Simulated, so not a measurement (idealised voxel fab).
Process module under the name voxel wiring stack
Each square cell in cross-section cut measures 5 nm, and the section as a whole is 255 nm wide.
Think of the cross-section as a grid of square cells. We describe it in bands, top to bottom, and each band covers one or more rows of those cells. Band entry format. Leading values: height of top, height of bottom, nm. Remainder: materials in left-to-right order, each with its width in nm. Special words: "full width" on a single material, which then fills the band edge to edge; "blank", empty space. Height reference: 0 = level under which incoming wafer is all one material. Lowest band: no bottom, runs on downward, e.g. "from 0 down". A width given as "30->40" starts at the first number in the band's top row and ends at the second number in its bottom row, shifting by an equal amount at every step from row to row. "no alteration" for a step: no cell of the cross-section changed in that step. Closed void listing: empty space of 8 cells or more with no open way to the top, each as width x height at its distance from the left edge, in nm. Whatever follows a step's settings on its line is a remark the simulator itself makes about that step. "overlay nm", when on a step's line for a step with a mask, measures how far to the right of its planned place the mask lay; a negative measure means to the left.

Set out below are the planned steps of the process
1 RECEIVE (material Si)
2 CONFORMAL_DEP (material SiO2; thk nm 10)
3 CONFORMAL_DEP (material SiCN; thk nm 5)
4 DIRECTIONAL_DEP (material SiO2; thk nm 20)
5 MASKED_ETCH (tone open; mask id METAL_1; width nm 25; pitch nm 55; etch materials SiO2; depth nm 20; overlay nm 0)
6 MASKED_ETCH (tone open; mask id METAL_1; width nm 25; pitch nm 55; etch materials SiCN; depth nm 5; overlay nm 0)
7 CONFORMAL_DEP (material TiN; thk nm 5)
8 FILL_DEP (material W; thk nm 5)
9 CMP (height nm 35)
10 EPI (material Ru; thk nm 5)
11 FILL_DEP (material SiCN; thk nm 5)
12 DIRECTIONAL_DEP (material lowk; thk nm 25)
13 DIRECTIONAL_DEP (material aC; thk nm 10)
14 PATTERN (tone open; mask id METAL_2_HOLES; material resist; width nm 15; pitch nm 55; thk nm 30; overlay nm 0)
15 DIRECTIONAL_ETCH (etch materials aC; depth nm 10)
16 STRIP (etch materials resist)
17 DIRECTIONAL_ETCH (etch materials lowk; depth nm 25)
18 STRIP (etch materials aC)
19 PATTERN (tone open; mask id METAL_2; material resist; width nm 25; pitch nm 55; thk nm 20; overlay nm 0)
20 DIRECTIONAL_ETCH (etch materials lowk; depth nm 15)
21 DIRECTIONAL_ETCH (etch materials SiCN; depth nm 5)
22 STRIP (etch materials resist)
23 CONFORMAL_DEP (material TiN; thk nm 5)
24 FILL_DEP (material Ru; thk nm 10)
25 CMP (height nm 70)
26 CONFORMAL_DEP (material SiCN; thk nm 5)
27 DIRECTIONAL_DEP (material lowk; thk nm 25)
28 DIRECTIONAL_DEP (material aC; thk nm 15)
29 PATTERN (tone open; mask id METAL_3; material resist; width nm 25; pitch nm 55; thk nm 30; overlay nm 0)
30 DIRECTIONAL_ETCH (etch materials aC; depth nm 15)
31 STRIP (etch materials resist)
32 DIRECTIONAL_ETCH (etch materials lowk; depth nm 15)
33 STRIP (etch materials aC)
34 PATTERN (tone open; mask id METAL_3_HOLES; material resist; width nm 15; pitch nm 55; thk nm 20; overlay nm 0)
35 DIRECTIONAL_ETCH (etch materials lowk; depth nm 10)
36 DIRECTIONAL_ETCH (etch materials SiCN; depth nm 5)
37 STRIP (etch materials resist)
38 CONFORMAL_DEP (material TiN; thk nm 5)
39 FILL_DEP (material Cu; thk nm 10)
40 CMP (height nm 100)
41 CONFORMAL_DEP (material SiN; thk nm 5)

Wafer cross-section on receipt, i.e. after step 1
    from 0 down | Si full width
    Closed void listing: none

Cross-section taken at module completion on the first of two wafers; processed per the plan
    from 105 to 100 | SiN full width
    from 100 to 90 | lowk (60)  TiN (5)  Cu (15)  TiN (5)  lowk (30)  TiN (5)  Cu (15)  TiN (5)  lowk (30)  TiN (5)  Cu (15)  TiN (5)  lowk (60)
    from 90 to 85 | lowk (60)  TiN (5)  Cu (5)  TiN (15)  lowk (30)  TiN (5)  Cu (5)  TiN (15)  lowk (30)  TiN (5)  Cu (5)  TiN (15)  lowk (60)
    from 85 to 75 | lowk (60)  TiN (5)  Cu (5)  TiN (5)  lowk (40)  TiN (5)  Cu (5)  TiN (5)  lowk (40)  TiN (5)  Cu (5)  TiN (5)  lowk (70)
    from 75 to 70 | SiCN (60)  TiN (15)  SiCN (40)  TiN (15)  SiCN (40)  TiN (15)  SiCN (70)
    from 70 to 60 | lowk (60)  TiN (5)  Ru (15)  TiN (5)  lowk (30)  TiN (5)  Ru (15)  TiN (5)  lowk (30)  TiN (5)  Ru (15)  TiN (5)  lowk (60)
    from 60 to 55 | lowk (60)  TiN (5)  Ru (5)  TiN (15)  lowk (30)  TiN (5)  Ru (5)  TiN (15)  lowk (30)  TiN (5)  Ru (5)  TiN (15)  lowk (60)
    from 55 to 45 | lowk (60)  TiN (5)  Ru (5)  TiN (5)  lowk (40)  TiN (5)  Ru (5)  TiN (5)  lowk (40)  TiN (5)  Ru (5)  TiN (5)  lowk (70)
    from 45 to 40 | SiCN (60)  TiN (15)  SiCN (40)  TiN (15)  SiCN (40)  TiN (15)  SiCN (70)
    from 40 to 35 | SiCN (55)  Ru (35)  SiCN (20)  Ru (35)  SiCN (20)  Ru (35)  SiCN (55)
    from 35 to 15 | SiO2 (60)  TiN (5)  W (15)  TiN (5)  SiO2 (30)  TiN (5)  W (15)  TiN (5)  SiO2 (30)  TiN (5)  W (15)  TiN (5)  SiO2 (60)
    from 15 to 10 | SiCN (60)  TiN (25)  SiCN (30)  TiN (25)  SiCN (30)  TiN (25)  SiCN (60)
    from 10 to 0 | SiO2 full width
    from 0 down | Si full width
    Closed void listing: none

End-of-module cross-section of the second wafer: identical starting point and process plan to the first, with one processing mistake
    from 105 to 100 | SiN full width
    from 100 to 90 | lowk (60)  TiN (5)  Cu (15)  TiN (5)  lowk (30)  TiN (5)  Cu (15)  TiN (5)  lowk (30)  TiN (5)  Cu (15)  TiN (5)  lowk (60)
    from 90 to 85 | lowk (60)  TiN (5)  Cu (5)  TiN (15)  lowk (30)  TiN (5)  Cu (5)  TiN (15)  lowk (30)  TiN (5)  Cu (5)  TiN (15)  lowk (60)
    from 85 to 75 | lowk (60)  TiN (5)  Cu (5)  TiN (5)  lowk (40)  TiN (5)  Cu (5)  TiN (5)  lowk (40)  TiN (5)  Cu (5)  TiN (5)  lowk (70)
    from 75 to 70 | SiCN (60)  TiN (15)  SiCN (40)  TiN (15)  SiCN (40)  TiN (15)  SiCN (70)
    from 70 to 60 | lowk (60)  TiN (5)  Ru (15)  TiN (5)  lowk (30)  TiN (5)  Ru (15)  TiN (5)  lowk (30)  TiN (5)  Ru (15)  TiN (5)  lowk (60)
    from 60 to 55 | lowk (60)  TiN (5)  Ru (5)  TiN (15)  lowk (30)  TiN (5)  Ru (5)  TiN (15)  lowk (30)  TiN (5)  Ru (5)  TiN (15)  lowk (60)
    from 55 to 45 | lowk (60)  TiN (5)  Ru (5)  TiN (5)  lowk (40)  TiN (5)  Ru (5)  TiN (5)  lowk (40)  TiN (5)  Ru (5)  TiN (5)  lowk (70)
    from 45 to 40 | SiCN (60)  TiN (15)  SiCN (40)  TiN (15)  SiCN (40)  TiN (15)  SiCN (70)
    from 40 to 35 | SiCN (55)  Ru (35)  SiCN (20)  Ru (35)  SiCN (20)  Ru (35)  SiCN (55)
    from 35 to 15 | SiO2 (60)  Ru (5)  W (15)  Ru (5)  SiO2 (30)  Ru (5)  W (15)  Ru (5)  SiO2 (30)  Ru (5)  W (15)  Ru (5)  SiO2 (60)
    from 15 to 10 | SiCN (60)  Ru (25)  SiCN (30)  Ru (25)  SiCN (30)  Ru (25)  SiCN (60)
    from 10 to 0 | SiO2 full width
    from 0 down | Si full width
    Closed void listing: none
Processing error: contrary to plan, step 7 was performed as CONFORMAL_DEP (material Ru; thk nm 5)
Once processing is complete, comparing cell counts shows that the second wafer has more or fewer of certain materials than the first: +39 Ru | -39 TiN
